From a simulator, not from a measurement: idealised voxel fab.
A process module follows: voxel self aligned contacts.
cross-section cut | 270 nm wide | cells 5 nm
A cross-section is a grid of square cells, given in bands from the top down. A band is one or more rows of cells.
Look at the band entry: it leads with the top's height and the bottom's height in nm. Then it lists the materials left to right, with a width in nm for each. The word "throughout" on a single material says that material fills the band edge to edge. The word "blank" is empty space.
Heights are expressed relative to 0, this being the level below which the as-received wafer comprises one material exclusively. The lowest band is unbounded in the downward direction and is denoted as in "0..down".
Per-row width for "30..40": begins at first number (top row of band), ends at second number (bottom row), increment between rows held constant.
Reading "remained unchanged" for a step: not a cell of the cross-section changed in it.
"Closed voids list" - sealed voids, min. 8 cells, no opening to top; format: width x height at distance (distance from left edge; nm throughout).
Anything after a step's settings on that line? It's the simulator's own note about the step.
A step line may carry the setting "overlay nm", which, for steps involving a mask, states the distance by which the mask lay to the right of its intended position; negative values denote displacement to the left.

### These are the steps we planned for the process
| 1 | RECEIVE [material Si] |
| 2 | OXIDIZE [depth nm 5] |
| 3 | DIRECTIONAL_DEP [material polySi] [thk nm 30] |
| 4 | DIRECTIONAL_DEP [material SiN] [thk nm 20] |
| 5 | DIRECTIONAL_DEP [material aC] [thk nm 10] |
| 6 | PATTERN [tone cover] [mask id GATE] [material resist] [width nm 30] [pitch nm 75] [thk nm 30] [overlay nm 0] |
| 7 | DIRECTIONAL_ETCH [etch materials aC] [depth nm 10] |
| 8 | STRIP [etch materials resist] |
| 9 | DIRECTIONAL_ETCH [etch materials SiN] [depth nm 20] |
| 10 | DIRECTIONAL_ETCH [etch materials polySi] [depth nm 30] |
| 11 | STRIP [etch materials aC] |
| 12 | CONFORMAL_DEP [material SiN] [thk nm 10] |
| 13 | DIRECTIONAL_ETCH [etch materials SiN] [depth nm 10] |
| 14 | FILL_DEP [material SiO2] [thk nm 20] |
| 15 | CMP [height nm 60] |
| 16 | DIRECTIONAL_DEP [material aC] [thk nm 10] |
| 17 | PATTERN [tone open] [mask id CONTACT] [material resist] [width nm 55] [thk nm 30] [overlay nm 0] |
| 18 | DIRECTIONAL_ETCH [etch materials aC] [depth nm 10] |
| 19 | STRIP [etch materials resist] |
| 20 | DIRECTIONAL_ETCH [etch materials SiO2] [depth nm 65] |
| 21 | STRIP [etch materials aC] |
| 22 | CONFORMAL_DEP [material TiN] [thk nm 5] |
| 23 | FILL_DEP [material Ru] [thk nm 5] |
| 24 | CMP [height nm 60] |
| 25 | CONFORMAL_DEP [material SiN] [thk nm 5] |

### Wafer, first of two, run as planned

### Step 1 complete: cross-section of the wafer as received
	0..down: Si throughout
	Closed voids list: none

### Cross-sectional representation of the wafer at the conclusion of step 2
	0..-5: SiO2 throughout
	Lower than -5, everything is as it was.

### Cross-sectional representation of the wafer at the conclusion of step 3
	30..0: polySi throughout
	Lower than 0, everything is as it was.

### Cross-sectional representation of the wafer at the conclusion of step 4
	50..30: SiN throughout
	Lower than 30, everything is as it was.

### Cross-sectional representation of the wafer at the conclusion of step 5
	60..50: aC throughout
	Lower than 50, everything is as it was.

### Cross-sectional representation of the wafer at the conclusion of step 6
	90..60: 80 of blank | 30 of resist | 45 of blank | 30 of resist | 85 of blank
	Lower than 60, everything is as it was.

### Cross-sectional representation of the wafer at the conclusion of step 7
	80..60: 80 of blank | 30 of resist | 45 of blank | 30 of resist | 85 of blank
	60..50: 80 of blank | 30 of aC | 45 of blank | 30 of aC | 85 of blank
	Lower than 50, everything is as it was.

### Cross-sectional representation of the wafer at the conclusion of step 8
	60..50: 80 of blank | 30 of aC | 45 of blank | 30 of aC | 85 of blank
	Lower than 50, everything is as it was.

### Cross-sectional representation of the wafer at the conclusion of step 9
	60..50: 80 of blank | 30 of aC | 45 of blank | 30 of aC | 85 of blank
	50..30: 80 of blank | 30 of SiN | 45 of blank | 30 of SiN | 85 of blank
	Lower than 30, everything is as it was.

### Cross-sectional representation of the wafer at the conclusion of step 10
	60..50: 80 of blank | 30 of aC | 45 of blank | 30 of aC | 85 of blank
	50..30: 80 of blank | 30 of SiN | 45 of blank | 30 of SiN | 85 of blank
	30..0: 80 of blank | 30 of polySi | 45 of blank | 30 of polySi | 85 of blank
	Lower than 0, everything is as it was.

### Cross-sectional representation of the wafer at the conclusion of step 11
	50..30: 80 of blank | 30 of SiN | 45 of blank | 30 of SiN | 85 of blank
	Lower than 30, everything is as it was.

### Cross-sectional representation of the wafer at the conclusion of step 12
	60..30: 70 of blank | 50 of SiN | 25 of blank | 50 of SiN | 75 of blank
	30..10: 70 of blank | 10 of SiN | 30 of polySi | 10 of SiN | 25 of blank | 10 of SiN | 30 of polySi | 10 of SiN | 75 of blank
	10..0: 80 of SiN | 30 of polySi | 45 of SiN | 30 of polySi | 85 of SiN
	Lower than 0, everything is as it was.

### Cross-sectional representation of the wafer at the conclusion of step 13
	50..30: 70 of blank | 50 of SiN | 25 of blank | 50 of SiN | 75 of blank
	30..0: 70 of blank | 10 of SiN | 30 of polySi | 10 of SiN | 25 of blank | 10 of SiN | 30 of polySi | 10 of SiN | 75 of blank
	Lower than 0, everything is as it was.

### Cross-sectional representation of the wafer at the conclusion of step 14
	70..50: SiO2 throughout
	50..30: 70 of SiO2 | 50 of SiN | 25 of SiO2 | 50 of SiN | 75 of SiO2
	30..0: 70 of SiO2 | 10 of SiN | 30 of polySi | 10 of SiN | 25 of SiO2 | 10 of SiN | 30 of polySi | 10 of SiN | 75 of SiO2
	Lower than 0, everything is as it was.

### Cross-sectional representation of the wafer at the conclusion of step 15
	60..50: SiO2 throughout
	Lower than 50, everything is as it was.

### Cross-sectional representation of the wafer at the conclusion of step 16
	70..60: aC throughout
	Lower than 60, everything is as it was.

### Cross-sectional representation of the wafer at the conclusion of step 17
	100..70: 105 of resist | 55 of blank | 110 of resist
	Lower than 70, everything is as it was.

### Cross-sectional representation of the wafer at the conclusion of step 18
	90..70: 105 of resist | 55 of blank | 110 of resist
	70..60: 105 of aC | 55 of blank | 110 of aC
	Lower than 60, everything is as it was.

### Cross-sectional representation of the wafer at the conclusion of step 19
	70..60: 105 of aC | 55 of blank | 110 of aC
	Lower than 60, everything is as it was.

### Cross-sectional representation of the wafer at the conclusion of step 20
	70..60: 105 of aC | 55 of blank | 110 of aC
	60..50: 105 of SiO2 | 55 of blank | 110 of SiO2
	50..30: 70 of SiO2 | 50 of SiN | 25 of blank | 50 of SiN | 75 of SiO2
	30..0: 70 of SiO2 | 10 of SiN | 30 of polySi | 10 of SiN | 25 of blank | 10 of SiN | 30 of polySi | 10 of SiN | 75 of SiO2
	0..-5: 120 of SiO2 | 25 of blank | 125 of SiO2
	Lower than -5, everything is as it was.

### Cross-sectional representation of the wafer at the conclusion of step 21
	60..50: 105 of SiO2 | 55 of blank | 110 of SiO2
	Lower than 50, everything is as it was.

### Cross-sectional representation of the wafer at the conclusion of step 22
	65..60: 110 of TiN | 45 of blank | 115 of TiN
	60..50: 105 of SiO2 | 5..20 of TiN | 45..15 of blank | 5..20 of TiN | 110 of SiO2
	50..30: 70 of SiO2 | 50 of SiN | 5 of TiN | 15 of blank | 5 of TiN | 50 of SiN | 75 of SiO2
	30..0: 70 of SiO2 | 10 of SiN | 30 of polySi | 10 of SiN | 5 of TiN | 15 of blank | 5 of TiN | 10 of SiN | 30 of polySi | 10 of SiN | 75 of SiO2
	0..-5: 120 of SiO2 | 25 of TiN | 125 of SiO2
	Lower than -5, everything is as it was.

### Cross-sectional representation of the wafer at the conclusion of step 23
	70..65: Ru throughout
	65..60: 110 of TiN | 45 of Ru | 115 of TiN
	60..50: 105 of SiO2 | 5..20 of TiN | 45..15 of Ru | 5..20 of TiN | 110 of SiO2
	50..30: 70 of SiO2 | 50 of SiN | 5 of TiN | 15 of Ru | 5 of TiN | 50 of SiN | 75 of SiO2
	30..0: 70 of SiO2 | 10 of SiN | 30 of polySi | 10 of SiN | 5 of TiN | 15 of Ru | 5 of TiN | 10 of SiN | 30 of polySi | 10 of SiN | 75 of SiO2
	Lower than 0, everything is as it was.

### Cross-sectional representation of the wafer at the conclusion of step 24
	60..50: 105 of SiO2 | 5..20 of TiN | 45..15 of Ru | 5..20 of TiN | 110 of SiO2
	Lower than 50, everything is as it was.

### Cross-sectional representation of the wafer at the conclusion of step 25
	65..60: SiN throughout
	Lower than 60, everything is as it was.

### Wafer two of the pair: same origin, same plan, one error during the run; identical to wafer one up to and including step 5

### Cross-sectional view of the second wafer at the intended end time of process step 6
	90..60: 70 of blank | 30 of resist | 45 of blank | 30 of resist | 95 of blank
	Lower than 60, everything is as it was.

### Cross-sectional view of the second wafer at the intended end time of process step 7
	80..60: 70 of blank | 30 of resist | 45 of blank | 30 of resist | 95 of blank
	60..50: 70 of blank | 30 of aC | 45 of blank | 30 of aC | 95 of blank
	Lower than 50, everything is as it was.

### Cross-sectional view of the second wafer at the intended end time of process step 8
	60..50: 70 of blank | 30 of aC | 45 of blank | 30 of aC | 95 of blank
	Lower than 50, everything is as it was.

### Cross-sectional view of the second wafer at the intended end time of process step 9
	60..50: 70 of blank | 30 of aC | 45 of blank | 30 of aC | 95 of blank
	50..30: 70 of blank | 30 of SiN | 45 of blank | 30 of SiN | 95 of blank
	Lower than 30, everything is as it was.

### Cross-sectional view of the second wafer at the intended end time of process step 10
	60..50: 70 of blank | 30 of aC | 45 of blank | 30 of aC | 95 of blank
	50..30: 70 of blank | 30 of SiN | 45 of blank | 30 of SiN | 95 of blank
	30..0: 70 of blank | 30 of polySi | 45 of blank | 30 of polySi | 95 of blank
	Lower than 0, everything is as it was.

### Cross-sectional view of the second wafer at the intended end time of process step 11
	50..30: 70 of blank | 30 of SiN | 45 of blank | 30 of SiN | 95 of blank
	Lower than 30, everything is as it was.

### Cross-sectional view of the second wafer at the intended end time of process step 12
	60..30: 60 of blank | 50 of SiN | 25 of blank | 50 of SiN | 85 of blank
	30..10: 60 of blank | 10 of SiN | 30 of polySi | 10 of SiN | 25 of blank | 10 of SiN | 30 of polySi | 10 of SiN | 85 of blank
	10..0: 70 of SiN | 30 of polySi | 45 of SiN | 30 of polySi | 95 of SiN
	Lower than 0, everything is as it was.

### Cross-sectional view of the second wafer at the intended end time of process step 13
	50..30: 60 of blank | 50 of SiN | 25 of blank | 50 of SiN | 85 of blank
	30..0: 60 of blank | 10 of SiN | 30 of polySi | 10 of SiN | 25 of blank | 10 of SiN | 30 of polySi | 10 of SiN | 85 of blank
	Lower than 0, everything is as it was.

### Cross-sectional view of the second wafer at the intended end time of process step 14
	70..50: SiO2 throughout
	50..30: 60 of SiO2 | 50 of SiN | 25 of SiO2 | 50 of SiN | 85 of SiO2
	30..0: 60 of SiO2 | 10 of SiN | 30 of polySi | 10 of SiN | 25 of SiO2 | 10 of SiN | 30 of polySi | 10 of SiN | 85 of SiO2
	Lower than 0, everything is as it was.

### Cross-sectional view of the second wafer at the intended end time of process step 15
	60..50: SiO2 throughout
	Lower than 50, everything is as it was.

### Cross-sectional view of the second wafer at the intended end time of process step 16
	70..60: aC throughout
	Lower than 60, everything is as it was.

### Cross-sectional view of the second wafer at the intended end time of process step 17
	100..70: 105 of resist | 55 of blank | 110 of resist
	Lower than 70, everything is as it was.

### Cross-sectional view of the second wafer at the intended end time of process step 18
	90..70: 105 of resist | 55 of blank | 110 of resist
	70..60: 105 of aC | 55 of blank | 110 of aC
	Lower than 60, everything is as it was.

### Cross-sectional view of the second wafer at the intended end time of process step 19
	70..60: 105 of aC | 55 of blank | 110 of aC
	Lower than 60, everything is as it was.

### Cross-sectional view of the second wafer at the intended end time of process step 20
	70..60: 105 of aC | 55 of blank | 110 of aC
	60..50: 105 of SiO2 | 55 of blank | 110 of SiO2
	50..30: 60 of SiO2 | 50 of SiN | 25 of blank | 50 of SiN | 85 of SiO2
	30..0: 60 of SiO2 | 10 of SiN | 30 of polySi | 10 of SiN | 25 of blank | 10 of SiN | 30 of polySi | 10 of SiN | 85 of SiO2
	0..-5: 110 of SiO2 | 25 of blank | 135 of SiO2
	Lower than -5, everything is as it was.

### Cross-sectional view of the second wafer at the intended end time of process step 21
	60..50: 105 of SiO2 | 55 of blank | 110 of SiO2
	Lower than 50, everything is as it was.

### Cross-sectional view of the second wafer at the intended end time of process step 22
	65..60: 110 of TiN | 45 of blank | 115 of TiN
	60..50: 105 of SiO2 | 5..10 of TiN | 45..15 of blank | 5..30 of TiN | 110 of SiO2
	50..30: 60 of SiO2 | 50 of SiN | 5 of TiN | 15 of blank | 5 of TiN | 50 of SiN | 85 of SiO2
	30..0: 60 of SiO2 | 10 of SiN | 30 of polySi | 10 of SiN | 5 of TiN | 15 of blank | 5 of TiN | 10 of SiN | 30 of polySi | 10 of SiN | 85 of SiO2
	0..-5: 110 of SiO2 | 25 of TiN | 135 of SiO2
	Lower than -5, everything is as it was.

### Cross-sectional view of the second wafer at the intended end time of process step 23
	70..65: Ru throughout
	65..60: 110 of TiN | 45 of Ru | 115 of TiN
	60..50: 105 of SiO2 | 5..10 of TiN | 45..15 of Ru | 5..30 of TiN | 110 of SiO2
	50..30: 60 of SiO2 | 50 of SiN | 5 of TiN | 15 of Ru | 5 of TiN | 50 of SiN | 85 of SiO2
	30..0: 60 of SiO2 | 10 of SiN | 30 of polySi | 10 of SiN | 5 of TiN | 15 of Ru | 5 of TiN | 10 of SiN | 30 of polySi | 10 of SiN | 85 of SiO2
	Lower than 0, everything is as it was.

### Cross-sectional view of the second wafer at the intended end time of process step 24
	60..50: 105 of SiO2 | 5..10 of TiN | 45..15 of Ru | 5..30 of TiN | 110 of SiO2
	Lower than 50, everything is as it was.

### Cross-sectional view of the second wafer at the intended end time of process step 25
	65..60: SiN throughout
	Lower than 60, everything is as it was.
So what did we get wrong on this run? not per plan at step 6, really ran PATTERN [tone cover] [mask id GATE] [material resist] [width nm 30] [pitch nm 75] [thk nm 30] [overlay nm -10]
So at the finish, the second wafer's got exactly as many cells of each material as the first, just not in the same spots.
